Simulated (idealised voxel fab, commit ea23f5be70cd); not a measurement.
Documented hereafter: the process module known as voxel gate over fins.
It is cross-section cut that appears here, measuring 250 nm in width, its square cells being 5 nm in size.
For the purposes of this document, a cross-section shall be understood as a grid of square cells, specified as bands listed in top-to-bottom order, each band consisting of one or more rows of cells.
What a band's entry tells you: where the top is and where the bottom is, as heights in nm, and after that what lies inside, material by material from left to right, each with its width in nm. Empty space is written as the word "air", and a single material marked with the word "everywhere" occupies the band from edge to edge.
Heights are expressed relative to 0, this being the level below which the as-received wafer comprises one material exclusively. The lowest band is unbounded in the downward direction and is denoted as in "0 and below".
Think of "30..40" as a width that walks from the first number to the second as you go down the band, top row to bottom row, taking equal-sized steps from row to row.
No cell of the cross-section changed in a step that is given as "everything unchanged".
Closed empty spaces (no open way to the top) of 8 cells or more are what "Enclosed void catalog" lists, each as width x height at distance from the left edge, nm for all three.
On a step's line, text after the settings is the simulator commenting on that step.
overlay nm: for a step with a mask, the amount by which the mask lay right of where it was planned; a negative amount means left of it.
SO HERE'S THE LINEUP OF PROCESS STEPS WE PLANNED
1,RECEIVE (material Si)
2,CONFORMAL_DEP (material SiN; thk nm 10)
3,PATTERN (tone cover; mask id FINS; material resist; width nm 15; pitch nm 60; thk nm 20; overlay nm 0)
4,DIRECTIONAL_ETCH (etch materials SiN; depth nm 10)
5,DIRECTIONAL_ETCH (etch materials Si; depth nm 40)
6,STRIP (etch materials resist)
7,OXIDIZE (depth nm 5)
8,FILL_DEP (material SiO2; thk nm 5)
9,CMP (height nm 10)
10,MASKED_ETCH (tone open; mask id RAIL; width nm 15; etch materials SiO2; depth nm 45; overlay nm 0)
11,CONFORMAL_DEP (material TiN; thk nm 5)
12,FILL_DEP (material Ru; thk nm 10)
13,CMP (height nm 10)
14,SELECTIVE_ETCH (etch materials W Ru TiN; depth nm 25)
15,FILL_DEP (material SiO2; thk nm 5)
16,CMP (height nm 10)
17,SELECTIVE_ETCH (etch materials SiO2; depth nm 20)
18,STRIP (etch materials SiN)
19,CONFORMAL_DEP (material HfO2; thk nm 5)
20,CONFORMAL_DEP (material TiN; thk nm 5)
21,CONFORMAL_DEP (material TiAl; thk nm 5)
22,CONFORMAL_DEP (material TiN; thk nm 5)
23,FILL_DEP (material W; thk nm 10)
24,CMP (height nm 25)
25,CONFORMAL_DEP (material SiCN; thk nm 10)
CROSS-SECTION OF THE WAFER AT RECEIPT, WHICH IS THE CONDITION AFTER STEP 1
	0 and below | Si everywhere
	Enclosed void catalog: none
END-OF-MODULE CROSS-SECTION OF THE FIRST OF TWO WAFERS, PROCESSED AS PLANNED
	35 down to 25 | SiCN everywhere
	25 down to 20 | W everywhere
	20 down to 15 | W=10; TiN=45; W=15; TiN=45; W=15; TiN=45; W=15; TiN=45; W=15
	15 down to 10 | W=10; TiN=5; TiAl=35; TiN=5; W=15; TiN=5; TiAl=35; TiN=5; W=15; TiN=5; TiAl=35; TiN=5; W=15; TiN=5; TiAl=35; TiN=5; W=15
	10 down to 5 | TiN=15; TiAl=5; TiN=25; TiAl=5; TiN=25; TiAl=5; TiN=25; TiAl=5; TiN=25; TiAl=5; TiN=25; TiAl=5; TiN=25; TiAl=5; TiN=25; TiAl=5; TiN=20
	5 down to 0 | TiAl=20; TiN=5; HfO2=15; TiN=5; TiAl=35; TiN=5; HfO2=15; TiN=5; TiAl=35; TiN=5; HfO2=15; TiN=5; TiAl=35; TiN=5; HfO2=15; TiN=5; TiAl=25
	0 down to -5 | TiN=25; HfO2=5; Si=5; HfO2=5; TiN=45; HfO2=5; Si=5; HfO2=5; TiN=45; HfO2=5; Si=5; HfO2=5; TiN=45; HfO2=5; Si=5; HfO2=5; TiN=30
	-5 down to -10 | HfO2=30; Si=5; HfO2=55; Si=5; HfO2=55; Si=5; HfO2=55; Si=5; HfO2=35
	-10 down to -15 | SiO2=30; Si=5; SiO2=55; Si=5; SiO2=55; Si=5; SiO2=55; Si=5; SiO2=35
	-15 down to -30 | SiO2=30; Si=5; SiO2=20; TiN=5; Ru=5; TiN=5; SiO2=20; Si=5; SiO2=55; Si=5; SiO2=55; Si=5; SiO2=35
	-30 down to -35 | SiO2=30; Si=5; SiO2=20; TiN=15; SiO2=20; Si=5; SiO2=55; Si=5; SiO2=55; Si=5; SiO2=35
	-35 down to -45 | SiO2=30; Si=5; SiO2=55; Si=5; SiO2=55; Si=5; SiO2=55; Si=5; SiO2=35
	-45 and below | Si everywhere
	Enclosed void catalog: none
CROSS-SECTIONAL VIEW OF THE SECOND OF TWO WAFERS UPON COMPLETION OF THE MODULE. THIS WAFER SHARED ITS STARTING CONDITION AND PROCESS PLAN WITH THE FIRST; ONE ERROR WAS MADE DURING ITS EXECUTION
	40 down to 25 | SiCN everywhere
	25 down to 20 | W everywhere
	20 down to 15 | W=10; TiN=45; W=15; TiN=45; W=15; TiN=45; W=15; TiN=45; W=15
	15 down to 10 | W=10; TiN=5; TiAl=35; TiN=5; W=15; TiN=5; TiAl=35; TiN=5; W=15; TiN=5; TiAl=35; TiN=5; W=15; TiN=5; TiAl=35; TiN=5; W=15
	10 down to 5 | TiN=15; TiAl=5; TiN=25; TiAl=5; TiN=25; TiAl=5; TiN=25; TiAl=5; TiN=25; TiAl=5; TiN=25; TiAl=5; TiN=25; TiAl=5; TiN=25; TiAl=5; TiN=20
	5 down to 0 | TiAl=20; TiN=5; HfO2=15; TiN=5; TiAl=35; TiN=5; HfO2=15; TiN=5; TiAl=35; TiN=5; HfO2=15; TiN=5; TiAl=35; TiN=5; HfO2=15; TiN=5; TiAl=25
	0 down to -5 | TiN=25; HfO2=5; Si=5; HfO2=5; TiN=45; HfO2=5; Si=5; HfO2=5; TiN=45; HfO2=5; Si=5; HfO2=5; TiN=45; HfO2=5; Si=5; HfO2=5; TiN=30
	-5 down to -10 | HfO2=30; Si=5; HfO2=55; Si=5; HfO2=55; Si=5; HfO2=55; Si=5; HfO2=35
	-10 down to -15 | SiO2=30; Si=5; SiO2=55; Si=5; SiO2=55; Si=5; SiO2=55; Si=5; SiO2=35
	-15 down to -30 | SiO2=30; Si=5; SiO2=20; TiN=5; Ru=5; TiN=5; SiO2=20; Si=5; SiO2=55; Si=5; SiO2=55; Si=5; SiO2=35
	-30 down to -35 | SiO2=30; Si=5; SiO2=20; TiN=15; SiO2=20; Si=5; SiO2=55; Si=5; SiO2=55; Si=5; SiO2=35
	-35 down to -45 | SiO2=30; Si=5; SiO2=55; Si=5; SiO2=55; Si=5; SiO2=55; Si=5; SiO2=35
	-45 and below | Si everywhere
	Enclosed void catalog: none
Here's what went sideways: step 25 ran as: CONFORMAL_DEP (material SiCN; thk nm 15)
Final cells, second wafer relative to first, materials higher or lower: 50 more of SiCN
